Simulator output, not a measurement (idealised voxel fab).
Process module name: voxel spacer lines
Shown is cross-section cut, with a width of 225 nm and square cells of size 5 nm.
Cross-sections here: square-cell grids, written as top-down lists of bands, a band being one or more rows of cells.
For a band, the entry starts with two heights in nm, that of the top and then that of the bottom, and carries on with the band's materials in order from left to right, each alongside its width in nm; the word "full width" beside a single material means it fills the band edge to edge, and "blank" means empty space.
Ref level 0: as-received wafer is one material below here. Bottom band extends down with no lower bound ("from 0 down").
When a width is written as two numbers, as in "30->40", the first number is the width in the top row of cells of the band and the second is the width in its bottom row, and the width changes by the same amount from each row to the next.
"same as before" for a step: no cell of the cross-section changed in that step.
Entry "Fully closed voids". Content: empty spaces with no open connection to the top, size 8 cells or greater. Each: width x height at distance. Distance: from left edge. Unit: nm.
Whatever follows a step's settings on its line is a remark the simulator itself makes about that step.
"overlay nm" denotes, for a step that has a mask, the displacement of the mask to the right of its planned place, with negative values corresponding to the left.

[Process steps (planned)]
1 RECEIVE (material Si)
2 CONFORMAL_DEP (material SiO2; thk nm 10)
3 DIRECTIONAL_DEP (material W; thk nm 15)
4 DIRECTIONAL_DEP (material aC; thk nm 25)
5 PATTERN (tone cover; mask id MANDREL; material resist; width nm 25; pitch nm 70; thk nm 35; overlay nm 0)
6 DIRECTIONAL_ETCH (etch materials aC; depth nm 25)
7 STRIP (etch materials resist)
8 CONFORMAL_DEP (material SiN; thk nm 10)
9 DIRECTIONAL_ETCH (etch materials SiN; depth nm 10)
10 STRIP (etch materials aC)
11 DIRECTIONAL_ETCH (etch materials W; depth nm 15)
12 STRIP (etch materials SiN)

[Account of the first of two wafers, which was processed as intended]

[The cross-section here shows the wafer as received, i.e. in its state after step 1]
from 0 down: Si full width
Fully closed voids: none

[Take a look at the wafer's cross-section after step 2]
from 10 to 0: SiO2 full width
Under 0: no change, same as before.

[Take a look at the wafer's cross-section after step 3]
from 25 to 10: W full width
Under 10: no change, same as before.

[Take a look at the wafer's cross-section after step 4]
from 50 to 25: aC full width
Under 25: no change, same as before.

[Take a look at the wafer's cross-section after step 5]
from 85 to 50: blank (30) / resist (25) / blank (45) / resist (25) / blank (45) / resist (25) / blank (30)
Under 50: no change, same as before.

[Take a look at the wafer's cross-section after step 6]
from 60 to 50: blank (30) / resist (25) / blank (45) / resist (25) / blank (45) / resist (25) / blank (30)
from 50 to 25: blank (30) / aC (25) / blank (45) / aC (25) / blank (45) / aC (25) / blank (30)
Under 25: no change, same as before.

[Take a look at the wafer's cross-section after step 7]
from 50 to 25: blank (30) / aC (25) / blank (45) / aC (25) / blank (45) / aC (25) / blank (30)
Under 25: no change, same as before.

[Take a look at the wafer's cross-section after step 8]
from 60 to 50: blank (20) / SiN (45) / blank (25) / SiN (45) / blank (25) / SiN (45) / blank (20)
from 50 to 35: blank (20) / SiN (10) / aC (25) / SiN (10) / blank (25) / SiN (10) / aC (25) / SiN (10) / blank (25) / SiN (10) / aC (25) / SiN (10) / blank (20)
from 35 to 25: SiN (30) / aC (25) / SiN (45) / aC (25) / SiN (45) / aC (25) / SiN (30)
Under 25: no change, same as before.

[Take a look at the wafer's cross-section after step 9]
from 50 to 25: blank (20) / SiN (10) / aC (25) / SiN (10) / blank (25) / SiN (10) / aC (25) / SiN (10) / blank (25) / SiN (10) / aC (25) / SiN (10) / blank (20)
Under 25: no change, same as before.

[Take a look at the wafer's cross-section after step 10]
from 50 to 25: blank (20) / SiN (10) / blank (25) / SiN (10) / blank (25) / SiN (10) / blank (25) / SiN (10) / blank (25) / SiN (10) / blank (25) / SiN (10) / blank (20)
Under 25: no change, same as before.

[Take a look at the wafer's cross-section after step 11]
from 50 to 25: blank (20) / SiN (10) / blank (25) / SiN (10) / blank (25) / SiN (10) / blank (25) / SiN (10) / blank (25) / SiN (10) / blank (25) / SiN (10) / blank (20)
from 25 to 10: blank (20) / W (10) / blank (25) / W (10) / blank (25) / W (10) / blank (25) / W (10) / blank (25) / W (10) / blank (25) / W (10) / blank (20)
Under 10: no change, same as before.

[Take a look at the wafer's cross-section after step 12]
from 25 to 10: blank (20) / W (10) / blank (25) / W (10) / blank (25) / W (10) / blank (25) / W (10) / blank (25) / W (10) / blank (25) / W (10) / blank (20)
Under 10: no change, same as before.

[Second wafer - shared start and plan with the first - one error in running - same as the first up to step 1 inclusive]

Second wafer cross-section, taken as of the time the plan sets for step 2 to be done: same as before

[Second wafer cross-section, taken as of the time the plan sets for step 3 to be done]
from 15 to 0: W full width
Under 0: no change, same as before.

[Second wafer cross-section, taken as of the time the plan sets for step 4 to be done]
from 40 to 15: aC full width
Under 15: no change, same as before.

[Second wafer cross-section, taken as of the time the plan sets for step 5 to be done]
from 75 to 40: blank (30) / resist (25) / blank (45) / resist (25) / blank (45) / resist (25) / blank (30)
Under 40: no change, same as before.

[Second wafer cross-section, taken as of the time the plan sets for step 6 to be done]
from 50 to 40: blank (30) / resist (25) / blank (45) / resist (25) / blank (45) / resist (25) / blank (30)
from 40 to 15: blank (30) / aC (25) / blank (45) / aC (25) / blank (45) / aC (25) / blank (30)
Under 15: no change, same as before.

[Second wafer cross-section, taken as of the time the plan sets for step 7 to be done]
from 40 to 15: blank (30) / aC (25) / blank (45) / aC (25) / blank (45) / aC (25) / blank (30)
Under 15: no change, same as before.

[Second wafer cross-section, taken as of the time the plan sets for step 8 to be done]
from 50 to 40: blank (20) / SiN (45) / blank (25) / SiN (45) / blank (25) / SiN (45) / blank (20)
from 40 to 25: blank (20) / SiN (10) / aC (25) / SiN (10) / blank (25) / SiN (10) / aC (25) / SiN (10) / blank (25) / SiN (10) / aC (25) / SiN (10) / blank (20)
from 25 to 15: SiN (30) / aC (25) / SiN (45) / aC (25) / SiN (45) / aC (25) / SiN (30)
Under 15: no change, same as before.

[Second wafer cross-section, taken as of the time the plan sets for step 9 to be done]
from 40 to 15: blank (20) / SiN (10) / aC (25) / SiN (10) / blank (25) / SiN (10) / aC (25) / SiN (10) / blank (25) / SiN (10) / aC (25) / SiN (10) / blank (20)
Under 15: no change, same as before.

[Second wafer cross-section, taken as of the time the plan sets for step 10 to be done]
from 40 to 15: blank (20) / SiN (10) / blank (25) / SiN (10) / blank (25) / SiN (10) / blank (25) / SiN (10) / blank (25) / SiN (10) / blank (25) / SiN (10) / blank (20)
Under 15: no change, same as before.

[Second wafer cross-section, taken as of the time the plan sets for step 11 to be done]
from 40 to 15: blank (20) / SiN (10) / blank (25) / SiN (10) / blank (25) / SiN (10) / blank (25) / SiN (10) / blank (25) / SiN (10) / blank (25) / SiN (10) / blank (20)
from 15 to 0: blank (20) / W (10) / blank (25) / W (10) / blank (25) / W (10) / blank (25) / W (10) / blank (25) / W (10) / blank (25) / W (10) / blank (20)
Under 0: no change, same as before.

[Second wafer cross-section, taken as of the time the plan sets for step 12 to be done]
from 15 to 0: blank (20) / W (10) / blank (25) / W (10) / blank (25) / W (10) / blank (25) / W (10) / blank (25) / W (10) / blank (25) / W (10) / blank (20)
Under 0: no change, same as before.
What broke from the plan during processing? step 2 of the plan: omitted, not performed
Upon completion, the second wafer contains, in terms of cells, a greater or smaller amount of certain materials than the first wafer: SiO2: 90 fewer
